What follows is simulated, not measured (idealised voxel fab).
Presented below is a process module, voxel wiring stack.
In the cross-section labelled cut, the width is 270 nm and each square cell is 5 nm.
Cross-section format: a grid of square cells, given as bands from top to bottom; each band is one or more rows of cells. Band: top and bottom heights (nm) first, top before bottom; then materials from left to right, widths in nm. "edge to edge" marks a sole material filling the band edge to edge. "blank" denotes empty space. All heights in this document are referenced to 0, defined as the level beneath which the wafer, as received, consists entirely of one material. The lowest band is not bounded below; it extends indefinitely downward and is written in the form "0 and below". Note: "30..40" means the width goes from the first number (top row of the band) to the second number (bottom row) in equal steps per row of cells. "no change" after a step means that no cell of the cross-section changed. "Trapped void list" - sealed voids, min. 8 cells, no opening to top; format: width x height at distance (distance from left edge; nm throughout). Whatever follows a step's settings on its line is a remark the simulator itself makes about that step. You can add "overlay nm" to a step's line. For a step with a mask, it describes how far the mask lay to the right of its planned position, and a negative number describes a lay to the left.

THE STEPS PLANNED FOR THE PROCESS ARE AS FOLLOWS
1: RECEIVE: material Si
2: CONFORMAL_DEP: material SiO2, thk nm 15
3: CONFORMAL_DEP: material SiN, thk nm 5
4: DIRECTIONAL_DEP: material lowk, thk nm 15
5: PATTERN: tone open, mask id METAL_1, material resist, width nm 30, pitch nm 60, thk nm 20, overlay nm 0
6: DIRECTIONAL_ETCH: etch materials lowk, depth nm 15
7: DIRECTIONAL_ETCH: etch materials SiN, depth nm 5
8: STRIP: etch materials resist
9: CONFORMAL_DEP: material TiN, thk nm 5
10: FILL_DEP: material Cu, thk nm 5
11: CMP: height nm 35
12: CONFORMAL_DEP: material SiCN, thk nm 5
13: DIRECTIONAL_DEP: material lowk, thk nm 30
14: DIRECTIONAL_DEP: material aC, thk nm 10
15: PATTERN: tone open, mask id METAL_2, material resist, width nm 30, pitch nm 60, thk nm 25, overlay nm 0
16: DIRECTIONAL_ETCH: etch materials aC, depth nm 10
17: STRIP: etch materials resist
18: DIRECTIONAL_ETCH: etch materials lowk, depth nm 20
19: STRIP: etch materials aC
20: MASKED_ETCH: tone open, mask id METAL_2_HOLES, width nm 15, pitch nm 60, etch materials lowk, depth nm 10, overlay nm 0
21: MASKED_ETCH: tone open, mask id METAL_2_HOLES, width nm 15, pitch nm 60, etch materials SiCN, depth nm 5, overlay nm 0
22: CONFORMAL_DEP: material TiN, thk nm 5
23: FILL_DEP: material Cu, thk nm 5
24: CMP: height nm 70
25: CONFORMAL_DEP: material SiCN, thk nm 5
26: DIRECTIONAL_DEP: material lowk, thk nm 30
27: DIRECTIONAL_DEP: material aC, thk nm 10
28: PATTERN: tone open, mask id METAL_3_HOLES, material resist, width nm 15, pitch nm 120, thk nm 25, overlay nm 0
29: DIRECTIONAL_ETCH: etch materials aC, depth nm 10
30: STRIP: etch materials resist
31: DIRECTIONAL_ETCH: etch materials lowk, depth nm 30
32: STRIP: etch materials aC
33: DIRECTIONAL_DEP: material aC, thk nm 10
34: PATTERN: tone open, mask id METAL_3, material resist, width nm 30, pitch nm 60, thk nm 25, overlay nm 0
35: DIRECTIONAL_ETCH: etch materials aC, depth nm 10
36: STRIP: etch materials resist
37: DIRECTIONAL_ETCH: etch materials lowk, depth nm 15
38: DIRECTIONAL_ETCH: etch materials SiCN, depth nm 5
39: STRIP: etch materials aC
40: CONFORMAL_DEP: material TiN, thk nm 5
41: FILL_DEP: material Cu, thk nm 5
42: CMP: height nm 105
43: CONFORMAL_DEP: material SiCN, thk nm 5
For clarity, it should be stated that the wafers under discussion commence in an identical condition and differ with respect to the thk nm of step 43, the plan indicating the value that the first wafer had.

CROSS-SECTION: THE FIRST OF SEVERAL WAFERS IN ITS AS-RECEIVED STATE, I.E. FOLLOWING STEP 1
- 0 and below  Si edge to edge
- Trapped void list: none

HERE IS THE CROSS-SECTION OF THE FIRST OF SEVERAL WAFERS AT THE END OF THE MODULE, AFTER ITS LAST STEP, STEP 43
- 110 down to 105  SiCN edge to edge
- 105 down to 95  30 lowk / 5 TiN / 20 Cu / 5 TiN / 30 lowk / 5 TiN / 20 Cu / 5 TiN / 30 lowk / 5 TiN / 20 Cu / 5 TiN / 30 lowk / 5 TiN / 20 Cu / 5 TiN / 30 lowk
- 95 down to 90  30 lowk / 5 TiN / 5 Cu / 20 TiN / 30 lowk / 30 TiN / 30 lowk / 5 TiN / 5 Cu / 20 TiN / 30 lowk / 30 TiN / 30 lowk
- 90 down to 75  30 lowk / 5 TiN / 5 Cu / 5 TiN / 105 lowk / 5 TiN / 5 Cu / 5 TiN / 105 lowk
- 75 down to 70  30 SiCN / 15 TiN / 105 SiCN / 15 TiN / 105 SiCN
- 70 down to 55  30 lowk / 5 TiN / 20 Cu / 5 TiN / 30 lowk / 5 TiN / 20 Cu / 5 TiN / 30 lowk / 5 TiN / 20 Cu / 5 TiN / 30 lowk / 5 TiN / 20 Cu / 5 TiN / 30 lowk
- 55 down to 50  30 lowk / 5 TiN / 5 Cu / 20 TiN / 30 lowk / 5 TiN / 5 Cu / 20 TiN / 30 lowk / 5 TiN / 5 Cu / 20 TiN / 30 lowk / 5 TiN / 5 Cu / 20 TiN / 30 lowk
- 50 down to 40  30 lowk / 5 TiN / 5 Cu / 5 TiN / 45 lowk / 5 TiN / 5 Cu / 5 TiN / 45 lowk / 5 TiN / 5 Cu / 5 TiN / 45 lowk / 5 TiN / 5 Cu / 5 TiN / 45 lowk
- 40 down to 35  30 SiCN / 15 TiN / 45 SiCN / 15 TiN / 45 SiCN / 15 TiN / 45 SiCN / 15 TiN / 45 SiCN
- 35 down to 20  30 lowk / 5 TiN / 20 Cu / 5 TiN / 30 lowk / 5 TiN / 20 Cu / 5 TiN / 30 lowk / 5 TiN / 20 Cu / 5 TiN / 30 lowk / 5 TiN / 20 Cu / 5 TiN / 30 lowk
- 20 down to 15  30 SiN / 30 TiN / 30 SiN / 30 TiN / 30 SiN / 30 TiN / 30 SiN / 30 TiN / 30 SiN
- 15 down to 0  SiO2 edge to edge
- 0 and below  Si edge to edge
- Trapped void list: none

FINAL WAFER OF SEVERAL, SHOWN IN CROSS-SECTION AT THE END OF THE MODULE
- 125 down to 105  SiCN edge to edge
- 105 down to 95  30 lowk / 5 TiN / 20 Cu / 5 TiN / 30 lowk / 5 TiN / 20 Cu / 5 TiN / 30 lowk / 5 TiN / 20 Cu / 5 TiN / 30 lowk / 5 TiN / 20 Cu / 5 TiN / 30 lowk
- 95 down to 90  30 lowk / 5 TiN / 5 Cu / 20 TiN / 30 lowk / 30 TiN / 30 lowk / 5 TiN / 5 Cu / 20 TiN / 30 lowk / 30 TiN / 30 lowk
- 90 down to 75  30 lowk / 5 TiN / 5 Cu / 5 TiN / 105 lowk / 5 TiN / 5 Cu / 5 TiN / 105 lowk
- 75 down to 70  30 SiCN / 15 TiN / 105 SiCN / 15 TiN / 105 SiCN
- 70 down to 55  30 lowk / 5 TiN / 20 Cu / 5 TiN / 30 lowk / 5 TiN / 20 Cu / 5 TiN / 30 lowk / 5 TiN / 20 Cu / 5 TiN / 30 lowk / 5 TiN / 20 Cu / 5 TiN / 30 lowk
- 55 down to 50  30 lowk / 5 TiN / 5 Cu / 20 TiN / 30 lowk / 5 TiN / 5 Cu / 20 TiN / 30 lowk / 5 TiN / 5 Cu / 20 TiN / 30 lowk / 5 TiN / 5 Cu / 20 TiN / 30 lowk
- 50 down to 40  30 lowk / 5 TiN / 5 Cu / 5 TiN / 45 lowk / 5 TiN / 5 Cu / 5 TiN / 45 lowk / 5 TiN / 5 Cu / 5 TiN / 45 lowk / 5 TiN / 5 Cu / 5 TiN / 45 lowk
- 40 down to 35  30 SiCN / 15 TiN / 45 SiCN / 15 TiN / 45 SiCN / 15 TiN / 45 SiCN / 15 TiN / 45 SiCN
- 35 down to 20  30 lowk / 5 TiN / 20 Cu / 5 TiN / 30 lowk / 5 TiN / 20 Cu / 5 TiN / 30 lowk / 5 TiN / 20 Cu / 5 TiN / 30 lowk / 5 TiN / 20 Cu / 5 TiN / 30 lowk
- 20 down to 15  30 SiN / 30 TiN / 30 SiN / 30 TiN / 30 SiN / 30 TiN / 30 SiN / 30 TiN / 30 SiN
- 15 down to 0  SiO2 edge to edge
- 0 and below  Si edge to edge
- Trapped void list: none

THE ROWS OF THE TABLE BELOW ARE WAFERS. LOOKING AT THE END OF THE MODULE, A ROW COUNTS, FOR EVERY MATERIAL, THE CELLS THE WAFER HAS GAINED, SHOWN AS (+), OR LOST, SHOWN AS (-), SINCE IT WAS RECEIVED; ITS CLOSED VOIDS COME NEXT
thk nm 5; +148 Cu; +144 SiCN; +30 SiN; +162 SiO2; +176 TiN; +528 lowk; Trapped void list: none
thk nm 10; +148 Cu; +198 SiCN; +30 SiN; +162 SiO2; +176 TiN; +528 lowk; Trapped void list: none
thk nm 15; +148 Cu; +252 SiCN; +30 SiN; +162 SiO2; +176 TiN; +528 lowk; Trapped void list: none
thk nm 20; +148 Cu; +306 SiCN; +30 SiN; +162 SiO2; +176 TiN; +528 lowk; Trapped void list: none
